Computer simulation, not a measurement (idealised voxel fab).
process module | voxel capacitor over wiring
cross-section cut | 220 nm wide | cells 5 nm
A cross-section is a grid of square cells, given in bands from the top down. A band is one or more rows of cells.
Each band's line starts with the height of the band's top and of its bottom, in nm. Then come its materials from left to right, each with its width in nm. One material with "throughout" fills the band from edge to edge. "air" is empty space.
Height 0 is the level under which the wafer as received is all one material. The lowest band goes on downwards, as in "0 down".
A width such as "30 to 40" changes by the same amount from each row of cells to the next, from the band's top row to its bottom row.
"no change" after a step means that no cell of the cross-section changed.
closed voids: empty space of 8 cells or more with no open way to the top, each as width x height at its distance from the left edge, in nm
after a step's settings: what the simulator itself notes on the step
overlay nm, on a step with a mask: how far to the right of its planned place the mask lay; to the left if negative
plan
1 op RECEIVE | material Si
2 op CONFORMAL_DEP | material SiO2 | thk nm 15
3 op CONFORMAL_DEP | material SiCN | thk nm 5
4 op DIRECTIONAL_DEP | material SiO2 | thk nm 20
5 op DIRECTIONAL_DEP | material aC | thk nm 10
6 op PATTERN | tone open | mask id METAL_1 | material resist | width nm 25 | pitch nm 75 | thk nm 25 | overlay nm 0
7 op DIRECTIONAL_ETCH | etch materials aC | depth nm 10
8 op STRIP | etch materials resist
9 op DIRECTIONAL_ETCH | etch materials SiO2 | depth nm 20
10 op DIRECTIONAL_ETCH | etch materials SiCN | depth nm 5
11 op STRIP | etch materials aC
12 op CONFORMAL_DEP | material TiN | thk nm 5
13 op FILL_DEP | material Ru | thk nm 10
14 op CMP | height nm 40
15 op EPI | material Ru | thk nm 5
16 op FILL_DEP | material SiCN | thk nm 5
17 op DIRECTIONAL_DEP | material lowk | thk nm 10
18 op PATTERN | tone open | mask id PLUG_1 | material resist | width nm 15 | thk nm 20 | overlay nm 0
19 op DIRECTIONAL_ETCH | etch materials lowk | depth nm 10
20 op DIRECTIONAL_ETCH | etch materials SiCN | depth nm 5
21 op STRIP | etch materials resist
22 op EPI | material Ru | thk nm 10
23 op EPI | material Ru | thk nm 5
24 op DIRECTIONAL_DEP | material TiN | thk nm 10
25 op DIRECTIONAL_DEP | material HfO2 | thk nm 5
26 op DIRECTIONAL_DEP | material TiN | thk nm 10
27 op DIRECTIONAL_DEP | material aC | thk nm 10
28 op PATTERN | tone cover | mask id UPPER_PLATE | material resist | width nm 55 | thk nm 30 | overlay nm 0
29 op DIRECTIONAL_ETCH | etch materials aC | depth nm 10
30 op STRIP | etch materials resist
31 op DIRECTIONAL_ETCH | etch materials TiN | depth nm 10
32 op DIRECTIONAL_ETCH | etch materials HfO2 | depth nm 5
33 op STRIP | etch materials aC
34 op DIRECTIONAL_DEP | material aC | thk nm 10
35 op PATTERN | tone cover | mask id LOWER_PLATE | material resist | width nm 65 | thk nm 25 | overlay nm 0
36 op DIRECTIONAL_ETCH | etch materials aC | depth nm 10
37 op STRIP | etch materials resist
38 op DIRECTIONAL_ETCH | etch materials TiN | depth nm 10
39 op STRIP | etch materials aC
40 op FILL_DEP | material SiO2 | thk nm 20
41 op CMP | height nm 100
42 op MASKED_ETCH | tone open | mask id PLUG_2 | width nm 15 | etch materials SiO2 | depth nm 15 | overlay nm 0
43 op CONFORMAL_DEP | material TiN | thk nm 5
44 op FILL_DEP | material Cu | thk nm 5
45 op CMP | height nm 100
46 op CONFORMAL_DEP | material SiN | thk nm 5
first wafer, as planned
as received, after step 1
  0 down: Si throughout
  closed voids: none
after step 2
  15 to 0: SiO2 throughout
  below 0: unchanged
after step 3
  20 to 15: SiCN throughout
  below 15: unchanged
after step 4
  40 to 20: SiO2 throughout
  below 20: unchanged
after step 5
  50 to 40: aC throughout
  below 40: unchanged
after step 6
  75 to 50: resist 60 | air 25 | resist 50 | air 25 | resist 60
  below 50: unchanged
after step 7
  65 to 50: resist 60 | air 25 | resist 50 | air 25 | resist 60
  50 to 40: aC 60 | air 25 | aC 50 | air 25 | aC 60
  below 40: unchanged
after step 8
  50 to 40: aC 60 | air 25 | aC 50 | air 25 | aC 60
  below 40: unchanged
after step 9
  50 to 40: aC 60 | air 25 | aC 50 | air 25 | aC 60
  40 to 20: SiO2 60 | air 25 | SiO2 50 | air 25 | SiO2 60
  below 20: unchanged
after step 10
  50 to 40: aC 60 | air 25 | aC 50 | air 25 | aC 60
  40 to 20: SiO2 60 | air 25 | SiO2 50 | air 25 | SiO2 60
  20 to 15: SiCN 60 | air 25 | SiCN 50 | air 25 | SiCN 60
  below 15: unchanged
after step 11
  40 to 20: SiO2 60 | air 25 | SiO2 50 | air 25 | SiO2 60
  below 20: unchanged
after step 12
  45 to 40: TiN 65 | air 15 | TiN 60 | air 15 | TiN 65
  40 to 20: SiO2 60 | TiN 5 | air 15 | TiN 5 | SiO2 50 | TiN 5 | air 15 | TiN 5 | SiO2 60
  20 to 15: SiCN 60 | TiN 25 | SiCN 50 | TiN 25 | SiCN 60
  below 15: unchanged
after step 13
  55 to 45: Ru throughout
  45 to 40: TiN 65 | Ru 15 | TiN 60 | Ru 15 | TiN 65
  40 to 20: SiO2 60 | TiN 5 | Ru 15 | TiN 5 | SiO2 50 | TiN 5 | Ru 15 | TiN 5 | SiO2 60
  below 20: unchanged
after step 14
  40 to 20: SiO2 60 | TiN 5 | Ru 15 | TiN 5 | SiO2 50 | TiN 5 | Ru 15 | TiN 5 | SiO2 60
  below 20: unchanged
after step 15
  45 to 40: air 55 | Ru 35 | air 40 | Ru 35 | air 55
  below 40: unchanged
after step 16
  50 to 45: SiCN throughout
  45 to 40: SiCN 55 | Ru 35 | SiCN 40 | Ru 35 | SiCN 55
  below 40: unchanged
after step 17
  60 to 50: lowk throughout
  below 50: unchanged
after step 18
  80 to 60: resist 70 | air 15 | resist 135
  below 60: unchanged
after step 19
  80 to 60: resist 70 | air 15 | resist 135
  60 to 50: lowk 70 | air 15 | lowk 135
  below 50: unchanged
after step 20
  80 to 60: resist 70 | air 15 | resist 135
  60 to 50: lowk 70 | air 15 | lowk 135
  50 to 45: SiCN 70 | air 15 | SiCN 135
  below 45: unchanged
after step 21
  60 to 50: lowk 70 | air 15 | lowk 135
  below 50: unchanged
after step 22
  60 to 55: lowk 70 | air 15 | lowk 135
  55 to 50: lowk 70 | Ru 15 | lowk 135
  50 to 45: SiCN 70 | Ru 15 | SiCN 135
  below 45: unchanged
after step 23
  60 to 50: lowk 70 | Ru 15 | lowk 135
  below 50: unchanged
after step 24
  70 to 60: TiN throughout
  below 60: unchanged
after step 25
  75 to 70: HfO2 throughout
  below 70: unchanged
after step 26
  85 to 75: TiN throughout
  below 75: unchanged
after step 27
  95 to 85: aC throughout
  below 85: unchanged
after step 28
  125 to 95: air 70 | resist 55 | air 95
  below 95: unchanged
after step 29
  115 to 95: air 70 | resist 55 | air 95
  95 to 85: air 70 | aC 55 | air 95
  below 85: unchanged
after step 30
  95 to 85: air 70 | aC 55 | air 95
  below 85: unchanged
after step 31
  95 to 85: air 70 | aC 55 | air 95
  85 to 75: air 70 | TiN 55 | air 95
  below 75: unchanged
after step 32
  95 to 85: air 70 | aC 55 | air 95
  85 to 75: air 70 | TiN 55 | air 95
  75 to 70: air 70 | HfO2 55 | air 95
  below 70: unchanged
after step 33
  85 to 75: air 70 | TiN 55 | air 95
  below 75: unchanged
after step 34
  95 to 85: air 70 | aC 55 | air 95
  85 to 80: air 70 | TiN 55 | air 95
  80 to 75: aC 70 | TiN 55 | aC 95
  75 to 70: aC 70 | HfO2 55 | aC 95
  below 70: unchanged
after step 35
  120 to 95: air 65 | resist 65 | air 90
  95 to 85: air 65 | resist 5 | aC 55 | resist 5 | air 90
  85 to 80: air 65 | resist 5 | TiN 55 | resist 5 | air 90
  below 80: unchanged
after step 36
  110 to 95: air 65 | resist 65 | air 90
  95 to 85: air 65 | resist 5 | aC 55 | resist 5 | air 90
  85 to 80: air 65 | resist 5 | TiN 55 | resist 5 | air 90
  80 to 75: air 65 | aC 5 | TiN 55 | aC 5 | air 90
  75 to 70: air 65 | aC 5 | HfO2 55 | aC 5 | air 90
  below 70: unchanged
after step 37
  95 to 85: air 70 | aC 55 | air 95
  85 to 80: air 70 | TiN 55 | air 95
  below 80: unchanged
after step 38
  95 to 85: air 70 | aC 55 | air 95
  85 to 80: air 70 | TiN 55 | air 95
  80 to 75: air 65 | aC 5 | TiN 55 | aC 5 | air 90
  75 to 70: air 65 | aC 5 | HfO2 55 | aC 5 | air 90
  70 to 60: air 65 | TiN 65 | air 90
  below 60: unchanged
after step 39
  85 to 75: air 70 | TiN 55 | air 95
  75 to 70: air 70 | HfO2 55 | air 95
  below 70: unchanged
after step 40
  105 to 85: SiO2 throughout
  85 to 75: SiO2 70 | TiN 55 | SiO2 95
  75 to 70: SiO2 70 | HfO2 55 | SiO2 95
  70 to 60: SiO2 65 | TiN 65 | SiO2 90
  below 60: unchanged
after step 41
  100 to 85: SiO2 throughout
  below 85: unchanged
after step 42
  100 to 85: SiO2 80 | air 15 | SiO2 125
  below 85: unchanged
after step 43
  105 to 100: TiN 85 | air 5 | TiN 130
  100 to 90: SiO2 80 | TiN 5 | air 5 | TiN 5 | SiO2 125
  90 to 85: SiO2 80 | TiN 15 | SiO2 125
  below 85: unchanged
after step 44
  110 to 105: Cu throughout
  105 to 100: TiN 85 | Cu 5 | TiN 130
  100 to 90: SiO2 80 | TiN 5 | Cu 5 | TiN 5 | SiO2 125
  below 90: unchanged
after step 45
  100 to 90: SiO2 80 | TiN 5 | Cu 5 | TiN 5 | SiO2 125
  below 90: unchanged
after step 46
  105 to 100: SiN throughout
  below 100: unchanged
second wafer: like start, like plan, one mistake. Through step 17 it matches the first wafer
when step 18 should have ended: no change
when step 19 should have ended
  50 to 45: SiCN throughout
  below 45: unchanged
when step 20 should have ended
  45 to 40: SiCN 55 | Ru 35 | SiCN 40 | Ru 35 | SiCN 55
  below 40: unchanged
when step 21 should have ended: no change
when step 22 should have ended
  55 to 45: air 45 | Ru 55 | air 20 | Ru 55 | air 45
  below 45: unchanged
when step 23 should have ended
  60 to 45: air 40 | Ru 65 | air 10 | Ru 65 | air 40
  below 45: unchanged
when step 24 should have ended
  70 to 60: air 40 | TiN 65 | air 10 | TiN 65 | air 40
  60 to 55: air 40 | Ru 65 | air 10 | Ru 65 | air 40
  55 to 45: TiN 40 | Ru 65 | TiN 10 | Ru 65 | TiN 40
  below 45: unchanged
when step 25 should have ended
  75 to 70: air 40 | HfO2 65 | air 10 | HfO2 65 | air 40
  70 to 60: air 40 | TiN 65 | air 10 | TiN 65 | air 40
  60 to 55: HfO2 40 | Ru 65 | HfO2 10 | Ru 65 | HfO2 40
  below 55: unchanged
when step 26 should have ended
  85 to 75: air 40 | TiN 65 | air 10 | TiN 65 | air 40
  75 to 70: air 40 | HfO2 65 | air 10 | HfO2 65 | air 40
  70 to 60: TiN throughout
  below 60: unchanged
when step 27 should have ended
  95 to 85: air 40 | aC 65 | air 10 | aC 65 | air 40
  85 to 80: air 40 | TiN 65 | air 10 | TiN 65 | air 40
  80 to 75: aC 40 | TiN 65 | aC 10 | TiN 65 | aC 40
  75 to 70: aC 40 | HfO2 65 | aC 10 | HfO2 65 | aC 40
  below 70: unchanged
when step 28 should have ended
  125 to 95: air 70 | resist 55 | air 95
  95 to 85: air 40 | aC 65 | resist 10 | aC 65 | air 40
  85 to 80: air 40 | TiN 65 | resist 10 | TiN 65 | air 40
  below 80: unchanged
when step 29 should have ended
  115 to 95: air 70 | resist 55 | air 95
  95 to 85: air 70 | aC 35 | resist 10 | aC 10 | air 95
  85 to 80: air 40 | TiN 65 | resist 10 | TiN 65 | air 40
  80 to 75: air 40 | TiN 65 | aC 10 | TiN 65 | air 40
  75 to 70: air 40 | HfO2 65 | aC 10 | HfO2 65 | air 40
  below 70: unchanged
when step 30 should have ended
  95 to 85: air 70 | aC 35 | air 10 | aC 10 | air 95
  85 to 80: air 40 | TiN 65 | air 10 | TiN 65 | air 40
  below 80: unchanged
when step 31 should have ended
  95 to 85: air 70 | aC 35 | air 10 | aC 10 | air 95
  85 to 80: air 70 | TiN 35 | air 10 | TiN 10 | air 95
  80 to 75: air 70 | TiN 35 | aC 10 | TiN 10 | air 95
  75 to 70: air 40 | HfO2 65 | aC 10 | HfO2 65 | air 40
  70 to 60: air 40 | TiN 140 | air 40
  below 60: unchanged
when step 32 should have ended
  95 to 85: air 70 | aC 35 | air 10 | aC 10 | air 95
  85 to 80: air 70 | TiN 35 | air 10 | TiN 10 | air 95
  80 to 75: air 70 | TiN 35 | aC 10 | TiN 10 | air 95
  75 to 70: air 70 | HfO2 35 | aC 10 | HfO2 10 | air 95
  70 to 60: air 40 | TiN 140 | air 40
  60 to 55: air 40 | Ru 65 | HfO2 10 | Ru 65 | air 40
  below 55: unchanged
when step 33 should have ended
  85 to 75: air 70 | TiN 35 | air 10 | TiN 10 | air 95
  75 to 70: air 70 | HfO2 35 | air 10 | HfO2 10 | air 95
  below 70: unchanged
when step 34 should have ended
  95 to 85: air 70 | aC 35 | air 10 | aC 10 | air 95
  85 to 80: air 70 | TiN 35 | air 10 | TiN 10 | air 95
  80 to 75: air 40 | aC 30 | TiN 35 | aC 10 | TiN 10 | aC 55 | air 40
  75 to 70: air 40 | aC 30 | HfO2 35 | aC 10 | HfO2 10 | aC 55 | air 40
  70 to 65: air 40 | TiN 140 | air 40
  65 to 60: aC 40 | TiN 140 | aC 40
  60 to 55: aC 40 | Ru 65 | HfO2 10 | Ru 65 | aC 40
  below 55: unchanged
when step 35 should have ended
  120 to 95: air 65 | resist 65 | air 90
  95 to 85: air 65 | resist 5 | aC 35 | resist 10 | aC 10 | resist 5 | air 90
  85 to 80: air 65 | resist 5 | TiN 35 | resist 10 | TiN 10 | resist 5 | air 90
  below 80: unchanged
when step 36 should have ended
  110 to 95: air 65 | resist 65 | air 90
  95 to 85: air 65 | resist 5 | aC 35 | resist 10 | aC 10 | resist 5 | air 90
  85 to 80: air 65 | resist 5 | TiN 35 | resist 10 | TiN 10 | resist 5 | air 90
  80 to 75: air 65 | aC 5 | TiN 35 | aC 10 | TiN 10 | aC 5 | air 90
  75 to 70: air 65 | aC 5 | HfO2 35 | aC 10 | HfO2 10 | aC 5 | air 90
  70 to 60: air 40 | TiN 140 | air 40
  60 to 55: air 40 | Ru 65 | HfO2 10 | Ru 65 | air 40
  below 55: unchanged
when step 37 should have ended
  95 to 85: air 70 | aC 35 | air 10 | aC 10 | air 95
  85 to 80: air 70 | TiN 35 | air 10 | TiN 10 | air 95
  below 80: unchanged
when step 38 should have ended
  95 to 85: air 70 | aC 35 | air 10 | aC 10 | air 95
  85 to 80: air 70 | TiN 35 | air 10 | TiN 10 | air 95
  80 to 75: air 65 | aC 5 | TiN 35 | aC 10 | TiN 10 | aC 5 | air 90
  75 to 70: air 65 | aC 5 | HfO2 35 | aC 10 | HfO2 10 | aC 5 | air 90
  70 to 60: air 65 | TiN 65 | air 90
  60 to 55: air 40 | Ru 65 | HfO2 10 | Ru 65 | air 40
  55 to 45: air 40 | Ru 65 | TiN 10 | Ru 65 | air 40
  below 45: unchanged
when step 39 should have ended
  85 to 75: air 70 | TiN 35 | air 10 | TiN 10 | air 95
  75 to 70: air 70 | HfO2 35 | air 10 | HfO2 10 | air 95
  below 70: unchanged
when step 40 should have ended
  105 to 85: SiO2 throughout
  85 to 75: SiO2 70 | TiN 35 | SiO2 10 | TiN 10 | SiO2 95
  75 to 70: SiO2 70 | HfO2 35 | SiO2 10 | HfO2 10 | SiO2 95
  70 to 60: SiO2 65 | TiN 65 | SiO2 90
  60 to 55: SiO2 40 | Ru 65 | HfO2 10 | Ru 65 | SiO2 40
  55 to 45: SiO2 40 | Ru 65 | TiN 10 | Ru 65 | SiO2 40
  below 45: unchanged
when step 41 should have ended
  100 to 85: SiO2 throughout
  below 85: unchanged
when step 42 should have ended
  100 to 85: SiO2 80 | air 15 | SiO2 125
  below 85: unchanged
when step 43 should have ended
  105 to 100: TiN 85 | air 5 | TiN 130
  100 to 90: SiO2 80 | TiN 5 | air 5 | TiN 5 | SiO2 125
  90 to 85: SiO2 80 | TiN 15 | SiO2 125
  below 85: unchanged
when step 44 should have ended
  110 to 105: Cu throughout
  105 to 100: TiN 85 | Cu 5 | TiN 130
  100 to 90: SiO2 80 | TiN 5 | Cu 5 | TiN 5 | SiO2 125
  below 90: unchanged
when step 45 should have ended
  100 to 90: SiO2 80 | TiN 5 | Cu 5 | TiN 5 | SiO2 125
  below 90: unchanged
when step 46 should have ended
  105 to 100: SiN throughout
  below 100: unchanged
what went wrong: step 18 was left out
at the end the second wafer has, in cells: 69 more of Ru | 41 fewer of SiCN | 54 more of SiO2 | 82 fewer of lowk
